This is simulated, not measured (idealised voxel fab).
Process module heading - voxel fin reveal
Square cells of 5 nm make up the cross-section cut, whose width is 260 nm.
How to read a cross-section here: the picture is a grid of square cells, written as bands going from the top down, and any band can span one or more rows of cells. For a band, the entry starts with two heights in nm, that of the top and then that of the bottom, and carries on with the band's materials in order from left to right, each alongside its width in nm; the word "everywhere" beside a single material means it fills the band edge to edge, and "air" means empty space. Basically, 0 is our baseline, since under it the wafer straight out of the box is all one material. The bottom band has no lower end and keeps on going down, so it looks like "from 0 down". The width entry "30..40" should be interpreted row by row: the top row of cells in the band takes the first number, the bottom row takes the second number, and the change between adjacent rows is uniform throughout. What does "remained the same" mean for a step? It means no cell of the cross-section changed in that step. In the "Sealed internal voids" entry, you get each enclosed empty space of 8 cells or more, one with no open way to the top, written width x height at distance, distance from the left edge, in nm. The remark found on a step's line after its settings is issued by the simulator itself and pertains to that step. Among the settings permitted on a step's line is "overlay nm"; applied to a step with a mask, it specifies the extent to which the mask lay to the right of its planned position, whereas a negative figure signifies a position to the left. Everything after this point is organized in pairs: a cross-section before one process step, a cross-section after it that shows only as deep as the lowest changed band, and, under the pair, the intervening step with its settings. Because different runs of this module on the same starting wafer can supply different pairs, a pair continues from the pair above it only if its entry headed "Status before step" says so.

Status before step
  from 0 to -20: 70 Si, 15 air, 20 Si, 15 air, 20 Si, 15 air, 20 Si, 15 air, 70 Si
  from -20 to -35: 70 Si, 15 SiO2, 20 Si, 15 SiO2, 20 Si, 15 SiO2, 20 Si, 15 SiO2, 70 Si
  from -35 down: Si everywhere
  Sealed internal voids: none

Cross-Section Thereafter
  from 5 to 0: 75 HfO2, 5 air, 30 HfO2, 5 air, 30 HfO2, 5 air, 30 HfO2, 5 air, 75 HfO2
  from 0 to -15: 70 Si, 5 HfO2, 5 air, 5 HfO2, 20 Si, 5 HfO2, 5 air, 5 HfO2, 20 Si, 5 HfO2, 5 air, 5 HfO2, 20 Si, 5 HfO2, 5 air, 5 HfO2, 70 Si
  from -15 to -20: 70 Si, 15 HfO2, 20 Si, 15 HfO2, 20 Si, 15 HfO2, 20 Si, 15 HfO2, 70 Si
  Unchanged below -20.
  Sealed internal voids: none
Step lying between the two cross-sections just above: CONFORMAL_DEP with material HfO2, thk nm 5
